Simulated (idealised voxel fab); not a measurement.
The process module presented herein is designated voxel wiring stack.
Displayed cross-section: cut, width of 230 nm, square cells sized 5 nm.
The cross-sections in this document take the form of a grid made of square cells. They are written out as bands, in order from top to bottom. Each band consists of one or more rows of cells. Look at the band entry: it leads with the top's height and the bottom's height in nm. Then it lists the materials left to right, with a width in nm for each. The word "throughout" on a single material says that material fills the band edge to edge. The word "empty" is empty space. Where do heights start? At 0: under that level the wafer as delivered is made of one material only. And the lowest band has no floor; it just carries on downward, as in "0 and below". A width given as "30->40" starts at the first number in the band's top row and ends at the second number in its bottom row, shifting by an equal amount at every step from row to row. "no modifications" after a step means that no cell of the cross-section changed. "Unvented voids" lists enclosed empty spaces (at least 8 cells, no open path upward to the top), each as width x height at distance from the left edge, in nm. Past the settings on a step's line: simulator remark, on that step. overlay nm: step with mask; distance mask lay right of planned place; negative value = left of planned place.
-- Planned step list for the process
step 1: op RECEIVE | material Si
step 2: op CONFORMAL_DEP | material SiO2 | thk nm 10
step 3: op DIRECTIONAL_DEP | material TiN | thk nm 5
step 4: op DIRECTIONAL_DEP | material Ru | thk nm 15
step 5: op PATTERN | tone cover | mask id METAL_1 | material resist | width nm 25 | pitch nm 55 | thk nm 20 | overlay nm 0
step 6: op DIRECTIONAL_ETCH | etch materials Ru | depth nm 25
step 7: op DIRECTIONAL_ETCH | etch materials TiN | depth nm 5
step 8: op STRIP | etch materials resist
step 9: op FILL_DEP | material SiO2 | thk nm 10
step 10: op CMP | height nm 40
step 11: op CONFORMAL_DEP | material SiCN | thk nm 5
step 12: op DIRECTIONAL_DEP | material lowk | thk nm 20
step 13: op MASKED_ETCH | tone open | mask id PLUG_1 | width nm 15 | pitch nm 55 | etch materials lowk | depth nm 20 | overlay nm 0
step 14: op MASKED_ETCH | tone open | mask id PLUG_1 | width nm 15 | pitch nm 55 | etch materials SiCN | depth nm 5 | overlay nm 0
step 15: op EPI | material Ru | thk nm 10
step 16: op EPI | material Ru | thk nm 10
step 17: op EPI | material Ru | thk nm 5
step 18: op CONFORMAL_DEP | material SiN | thk nm 5
step 19: op DIRECTIONAL_DEP | material lowk | thk nm 20
step 20: op MASKED_ETCH | tone open | mask id METAL_2 | width nm 25 | pitch nm 55 | etch materials lowk | depth nm 20 | overlay nm 0
step 21: op MASKED_ETCH | tone open | mask id METAL_2 | width nm 25 | pitch nm 55 | etch materials SiN | depth nm 5 | overlay nm 0
step 22: op CONFORMAL_DEP | material TiN | thk nm 5
step 23: op FILL_DEP | material Ru | thk nm 10
step 24: op CMP | height nm 90
step 25: op EPI | material Ru | thk nm 5
step 26: op FILL_DEP | material SiCN | thk nm 5
step 27: op DIRECTIONAL_DEP | material lowk | thk nm 35
step 28: op DIRECTIONAL_DEP | material aC | thk nm 10
step 29: op PATTERN | tone open | mask id METAL_3 | material resist | width nm 25 | pitch nm 55 | thk nm 25 | overlay nm 0
step 30: op DIRECTIONAL_ETCH | etch materials aC | depth nm 10
step 31: op STRIP | etch materials resist
step 32: op DIRECTIONAL_ETCH | etch materials lowk | depth nm 20
step 33: op STRIP | etch materials aC
step 34: op DIRECTIONAL_DEP | material aC | thk nm 10
step 35: op PATTERN | tone open | mask id METAL_3_HOLES | material resist | width nm 15 | pitch nm 55 | thk nm 30 | overlay nm 0
step 36: op DIRECTIONAL_ETCH | etch materials aC | depth nm 10
step 37: op STRIP | etch materials resist
step 38: op DIRECTIONAL_ETCH | etch materials lowk | depth nm 15
step 39: op DIRECTIONAL_ETCH | etch materials SiCN | depth nm 5
step 40: op STRIP | etch materials aC
step 41: op CONFORMAL_DEP | material TiN | thk nm 5
step 42: op FILL_DEP | material Cu | thk nm 10
step 43: op CMP | height nm 135
step 44: op CONFORMAL_DEP | material SiN | thk nm 5
What sets these wafers apart? The thk nm at step 4. They all start alike, and the plan carries the first wafer's value.
-- Incoming state of the first of several wafers in cross-section: after step 1
  0 and below | Si throughout
  Unvented voids: none
-- Wafer rows, end of module: cells per material gained (+) or lost (-) since receipt; closed voids last
thk nm 15, +26 Cu, +68 Ru, +112 SiCN, +102 SiN, +328 SiO2, +84 TiN, +568 lowk, Unvented voids: none
thk nm 20, +26 Cu, +78 Ru, +112 SiCN, +102 SiN, +318 SiO2, +84 TiN, +568 lowk, Unvented voids: none
thk nm 25, +26 Cu, +118 Ru, +112 SiCN, +82 SiN, +308 SiO2, +74 TiN, +568 lowk, Unvented voids: none
thk nm 30, +26 Cu, +154 Ru, +112 SiCN, +82 SiN, +236 SiO2, +110 TiN, +568 lowk, Unvented voids: none
thk nm 35, +26 Cu, +190 Ru, +112 SiCN, +82 SiN, +200 SiO2, +110 TiN, +568 lowk, Unvented voids: none
thk nm 40, +26 Cu, +226 Ru, +112 SiCN, +82 SiN, +164 SiO2, +110 TiN, +568 lowk, Unvented voids: none
